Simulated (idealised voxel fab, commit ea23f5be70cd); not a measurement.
process module | voxel tone inversion
cross-section cut | 295 nm wide | cells 5 nm
A cross-section is a grid of square cells, given in bands from the top down. A band is one or more rows of cells.
Each band's line starts with the height of the band's top and of its bottom, in nm. Then come its materials from left to right, each with its width in nm. One material with "throughout" fills the band from edge to edge. "air" is empty space.
Height 0 is the level under which the wafer as received is all one material. The lowest band goes on downwards, as in "0 down".
A width such as "30 to 40" changes by the same amount from each row of cells to the next, from the band's top row to its bottom row.
"no change" after a step means that no cell of the cross-section changed.
closed voids: empty space of 8 cells or more with no open way to the top, each as width x height at its distance from the left edge, in nm
after a step's settings: what the simulator itself notes on the step
overlay nm, on a step with a mask: how far to the right of its planned place the mask lay; to the left if negative
plan
1 op RECEIVE | material Si
2 op CONFORMAL_DEP | material SiN | thk nm 5
3 op DIRECTIONAL_DEP | material polySi | thk nm 15
4 op PATTERN | tone cover | mask id POSTS | material resist | width nm 15 | pitch nm 40 | thk nm 25 | overlay nm 0
5 op DIRECTIONAL_ETCH | etch materials polySi | depth nm 15
6 op STRIP | etch materials resist
7 op FILL_DEP | material lowk | thk nm 5
8 op CMP | height nm 25
9 op STRIP | etch materials polySi
10 op CONFORMAL_DEP | material TiN | thk nm 5
11 op FILL_DEP | material Ru | thk nm 5
12 op CMP | height nm 25
13 op CONFORMAL_DEP | material SiN | thk nm 5
varied across the wafers: thk nm of step 2. The plan shows the first wafer's value. All wafers start alike
first wafer as received, after step 1
  0 down: Si throughout
  closed voids: none
each wafer at the end: cells of each material gained (+) or lost (-) since it was received, then its closed voids
thk nm 5 | +118 SiN | +218 lowk | +18 polySi | closed voids: none
thk nm 10 | +4 Ru | +177 SiN | +14 TiN | +159 lowk | closed voids: none
thk nm 15 | +2 Ru | +236 SiN | +10 TiN | +106 lowk | closed voids: none
thk nm 20 | +295 SiN | +6 TiN | +53 lowk | closed voids: none
thk nm 25 | +354 SiN | closed voids: none
